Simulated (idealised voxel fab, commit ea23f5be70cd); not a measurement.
Process module in this document: voxel gate over fins
This is section cut - it's 150 nm across, gridded in 5 nm square cells.
Each cross-section below is a grid of square cells, stated as bands in top-down order, with one or more rows of cells making up each band.
Top, bottom (nm), then materials left to right with widths (nm); lone material tagged "all across" fills the whole band edge to edge; "blank" = empty space.
Convention: height 0 is the level below which the wafer, as received, is all one material. The lowest band does not terminate at the bottom but continues downward, represented as "from 0 down".
Width: "30 to 40" (first number = top row, second number = bottom row, same change from row to row of cells).
The designation "nothing altered", where it is given for a processing step, indicates that no cell of the cross-section was altered in the course of that step.
So "Fully closed voids" is basically the list of trapped voids: any empty space of 8 cells or more that can't reach the top through an opening. They're written width x height at distance, the distance being from the left edge, and it's all nm.
On each step's line, the part that comes after the settings is the simulator's own comment on the step.
overlay nm, on a step with a mask: how far to the right of its planned place the mask lay; to the left if negative
## plan
| 1 | op RECEIVE | material Si |
| 2 | op CONFORMAL_DEP | material SiN | thk nm 10 |
| 3 | op DIRECTIONAL_DEP | material aC | thk nm 10 |
| 4 | op PATTERN | tone cover | mask id FINS | material resist | width nm 15 | pitch nm 35 | thk nm 25 | overlay nm 0 |
| 5 | op DIRECTIONAL_ETCH | etch materials aC | depth nm 10 |
| 6 | op STRIP | etch materials resist |
| 7 | op DIRECTIONAL_ETCH | etch materials SiN | depth nm 10 |
| 8 | op DIRECTIONAL_ETCH | etch materials Si | depth nm 35 |
| 9 | op STRIP | etch materials aC |
| 10 | op FILL_DEP | material SiO2 | thk nm 10 |
| 11 | op CMP | height nm 10 |
| 12 | op SELECTIVE_ETCH | etch materials SiO2 | depth nm 20 |
| 13 | op STRIP | etch materials SiN |
| 14 | op CONFORMAL_DEP | material HfO2 | thk nm 5 |
| 15 | op CONFORMAL_DEP | material TiN | thk nm 5 |
| 16 | op FILL_DEP | material W | thk nm 15 |
| 17 | op CMP | height nm 20 |
| 18 | op CONFORMAL_DEP | material SiCN | thk nm 5 |
## First of two wafers, processed according to plan
## Cross-section of the wafer as it came to us, i.e., already through step 1
	from 0 down | Si all across
	Fully closed voids: none
## Cross-section of the wafer after step 2
	from 10 to 0 | SiN all across
	Unchanged below 0.
## Cross-section of the wafer after step 3
	from 20 to 10 | aC all across
	Unchanged below 10.
## Cross-section of the wafer after step 4
	from 45 to 20 | blank: 15 / resist: 15 / blank: 20 / resist: 15 / blank: 20 / resist: 15 / blank: 20 / resist: 15 / blank: 15
	Unchanged below 20.
## Cross-section of the wafer after step 5
	from 35 to 20 | blank: 15 / resist: 15 / blank: 20 / resist: 15 / blank: 20 / resist: 15 / blank: 20 / resist: 15 / blank: 15
	from 20 to 10 | blank: 15 / aC: 15 / blank: 20 / aC: 15 / blank: 20 / aC: 15 / blank: 20 / aC: 15 / blank: 15
	Unchanged below 10.
## Cross-section of the wafer after step 6
	from 20 to 10 | blank: 15 / aC: 15 / blank: 20 / aC: 15 / blank: 20 / aC: 15 / blank: 20 / aC: 15 / blank: 15
	Unchanged below 10.
## Cross-section of the wafer after step 7
	from 20 to 10 | blank: 15 / aC: 15 / blank: 20 / aC: 15 / blank: 20 / aC: 15 / blank: 20 / aC: 15 / blank: 15
	from 10 to 0 | blank: 15 / SiN: 15 / blank: 20 / SiN: 15 / blank: 20 / SiN: 15 / blank: 20 / SiN: 15 / blank: 15
	Unchanged below 0.
## Cross-section of the wafer after step 8
	from 20 to 10 | blank: 15 / aC: 15 / blank: 20 / aC: 15 / blank: 20 / aC: 15 / blank: 20 / aC: 15 / blank: 15
	from 10 to 0 | blank: 15 / SiN: 15 / blank: 20 / SiN: 15 / blank: 20 / SiN: 15 / blank: 20 / SiN: 15 / blank: 15
	from 0 to -35 | blank: 15 / Si: 15 / blank: 20 / Si: 15 / blank: 20 / Si: 15 / blank: 20 / Si: 15 / blank: 15
	Unchanged below -35.
## Cross-section of the wafer after step 9
	from 10 to 0 | blank: 15 / SiN: 15 / blank: 20 / SiN: 15 / blank: 20 / SiN: 15 / blank: 20 / SiN: 15 / blank: 15
	Unchanged below 0.
## Cross-section of the wafer after step 10
	from 20 to 10 | SiO2 all across
	from 10 to 0 | SiO2: 15 / SiN: 15 / SiO2: 20 / SiN: 15 / SiO2: 20 / SiN: 15 / SiO2: 20 / SiN: 15 / SiO2: 15
	from 0 to -35 | SiO2: 15 / Si: 15 / SiO2: 20 / Si: 15 / SiO2: 20 / Si: 15 / SiO2: 20 / Si: 15 / SiO2: 15
	Unchanged below -35.
## Cross-section of the wafer after step 11
	from 10 to 0 | SiO2: 15 / SiN: 15 / SiO2: 20 / SiN: 15 / SiO2: 20 / SiN: 15 / SiO2: 20 / SiN: 15 / SiO2: 15
	Unchanged below 0.
## Cross-section of the wafer after step 12
	from 10 to 0 | blank: 15 / SiN: 15 / blank: 20 / SiN: 15 / blank: 20 / SiN: 15 / blank: 20 / SiN: 15 / blank: 15
	from 0 to -10 | blank: 15 / Si: 15 / blank: 20 / Si: 15 / blank: 20 / Si: 15 / blank: 20 / Si: 15 / blank: 15
	Unchanged below -10.
## Cross-section of the wafer after step 13
	from 0 to -10 | blank: 15 / Si: 15 / blank: 20 / Si: 15 / blank: 20 / Si: 15 / blank: 20 / Si: 15 / blank: 15
	Unchanged below -10.
## Cross-section of the wafer after step 14
	from 5 to 0 | blank: 10 / HfO2: 25 / blank: 10 / HfO2: 25 / blank: 10 / HfO2: 25 / blank: 10 / HfO2: 25 / blank: 10
	from 0 to -5 | blank: 10 / HfO2: 5 / Si: 15 / HfO2: 5 / blank: 10 / HfO2: 5 / Si: 15 / HfO2: 5 / blank: 10 / HfO2: 5 / Si: 15 / HfO2: 5 / blank: 10 / HfO2: 5 / Si: 15 / HfO2: 5 / blank: 10
	from -5 to -10 | HfO2: 15 / Si: 15 / HfO2: 20 / Si: 15 / HfO2: 20 / Si: 15 / HfO2: 20 / Si: 15 / HfO2: 15
	Unchanged below -10.
## Cross-section of the wafer after step 15
	from 10 to 5 | blank: 5 / TiN: 140 / blank: 5
	from 5 to 0 | blank: 5 / TiN: 5 / HfO2: 25 / TiN: 10 / HfO2: 25 / TiN: 10 / HfO2: 25 / TiN: 10 / HfO2: 25 / TiN: 5 / blank: 5
	from 0 to -5 | TiN: 10 / HfO2: 5 / Si: 15 / HfO2: 5 / TiN: 10 / HfO2: 5 / Si: 15 / HfO2: 5 / TiN: 10 / HfO2: 5 / Si: 15 / HfO2: 5 / TiN: 10 / HfO2: 5 / Si: 15 / HfO2: 5 / TiN: 10
	Unchanged below -5.
## Cross-section of the wafer after step 16
	from 25 to 10 | W all across
	from 10 to 5 | W: 5 / TiN: 140 / W: 5
	from 5 to 0 | W: 5 / TiN: 5 / HfO2: 25 / TiN: 10 / HfO2: 25 / TiN: 10 / HfO2: 25 / TiN: 10 / HfO2: 25 / TiN: 5 / W: 5
	Unchanged below 0.
## Cross-section of the wafer after step 17
	from 20 to 10 | W all across
	Unchanged below 10.
## Cross-section of the wafer after step 18
	from 25 to 20 | SiCN all across
	Unchanged below 20.
## Regarding the second of the two wafers: it shared the first wafer's starting condition and process plan, yet one error occurred during its execution. Its history coincides with that of the first wafer up to and including step 7
## Cross-section of the second wafer corresponding to the planned conclusion of step 8
	from 20 to 10 | blank: 15 / aC: 15 / blank: 20 / aC: 15 / blank: 20 / aC: 15 / blank: 20 / aC: 15 / blank: 15
	from 10 to 0 | blank: 15 / SiN: 15 / blank: 20 / SiN: 15 / blank: 20 / SiN: 15 / blank: 20 / SiN: 15 / blank: 15
	from 0 to -40 | blank: 15 / Si: 15 / blank: 20 / Si: 15 / blank: 20 / Si: 15 / blank: 20 / Si: 15 / blank: 15
	Unchanged below -40.
## Cross-section of the second wafer corresponding to the planned conclusion of step 9
	from 10 to 0 | blank: 15 / SiN: 15 / blank: 20 / SiN: 15 / blank: 20 / SiN: 15 / blank: 20 / SiN: 15 / blank: 15
	Unchanged below 0.
## Cross-section of the second wafer corresponding to the planned conclusion of step 10
	from 20 to 10 | SiO2 all across
	from 10 to 0 | SiO2: 15 / SiN: 15 / SiO2: 20 / SiN: 15 / SiO2: 20 / SiN: 15 / SiO2: 20 / SiN: 15 / SiO2: 15
	from 0 to -40 | SiO2: 15 / Si: 15 / SiO2: 20 / Si: 15 / SiO2: 20 / Si: 15 / SiO2: 20 / Si: 15 / SiO2: 15
	Unchanged below -40.
## Cross-section of the second wafer corresponding to the planned conclusion of step 11
	from 10 to 0 | SiO2: 15 / SiN: 15 / SiO2: 20 / SiN: 15 / SiO2: 20 / SiN: 15 / SiO2: 20 / SiN: 15 / SiO2: 15
	Unchanged below 0.
## Cross-section of the second wafer corresponding to the planned conclusion of step 12
	from 10 to 0 | blank: 15 / SiN: 15 / blank: 20 / SiN: 15 / blank: 20 / SiN: 15 / blank: 20 / SiN: 15 / blank: 15
	from 0 to -10 | blank: 15 / Si: 15 / blank: 20 / Si: 15 / blank: 20 / Si: 15 / blank: 20 / Si: 15 / blank: 15
	Unchanged below -10.
## Cross-section of the second wafer corresponding to the planned conclusion of step 13
	from 0 to -10 | blank: 15 / Si: 15 / blank: 20 / Si: 15 / blank: 20 / Si: 15 / blank: 20 / Si: 15 / blank: 15
	Unchanged below -10.
## Cross-section of the second wafer corresponding to the planned conclusion of step 14
	from 5 to 0 | blank: 10 / HfO2: 25 / blank: 10 / HfO2: 25 / blank: 10 / HfO2: 25 / blank: 10 / HfO2: 25 / blank: 10
	from 0 to -5 | blank: 10 / HfO2: 5 / Si: 15 / HfO2: 5 / blank: 10 / HfO2: 5 / Si: 15 / HfO2: 5 / blank: 10 / HfO2: 5 / Si: 15 / HfO2: 5 / blank: 10 / HfO2: 5 / Si: 15 / HfO2: 5 / blank: 10
	from -5 to -10 | HfO2: 15 / Si: 15 / HfO2: 20 / Si: 15 / HfO2: 20 / Si: 15 / HfO2: 20 / Si: 15 / HfO2: 15
	Unchanged below -10.
## Cross-section of the second wafer corresponding to the planned conclusion of step 15
	from 10 to 5 | blank: 5 / TiN: 140 / blank: 5
	from 5 to 0 | blank: 5 / TiN: 5 / HfO2: 25 / TiN: 10 / HfO2: 25 / TiN: 10 / HfO2: 25 / TiN: 10 / HfO2: 25 / TiN: 5 / blank: 5
	from 0 to -5 | TiN: 10 / HfO2: 5 / Si: 15 / HfO2: 5 / TiN: 10 / HfO2: 5 / Si: 15 / HfO2: 5 / TiN: 10 / HfO2: 5 / Si: 15 / HfO2: 5 / TiN: 10 / HfO2: 5 / Si: 15 / HfO2: 5 / TiN: 10
	Unchanged below -5.
## Cross-section of the second wafer corresponding to the planned conclusion of step 16
	from 25 to 10 | W all across
	from 10 to 5 | W: 5 / TiN: 140 / W: 5
	from 5 to 0 | W: 5 / TiN: 5 / HfO2: 25 / TiN: 10 / HfO2: 25 / TiN: 10 / HfO2: 25 / TiN: 10 / HfO2: 25 / TiN: 5 / W: 5
	Unchanged below 0.
## Cross-section of the second wafer corresponding to the planned conclusion of step 17
	from 20 to 10 | W all across
	Unchanged below 10.
## Cross-section of the second wafer corresponding to the planned conclusion of step 18
	from 25 to 20 | SiCN all across
	Unchanged below 20.
Deviation noted in wafer processing: step 8: run off-plan, actual operation and settings op DIRECTIONAL_ETCH | etch materials Si | depth nm 40
At the finish, the second wafer shows more or fewer cells for some materials than the first does: -18 Si, +18 SiO2
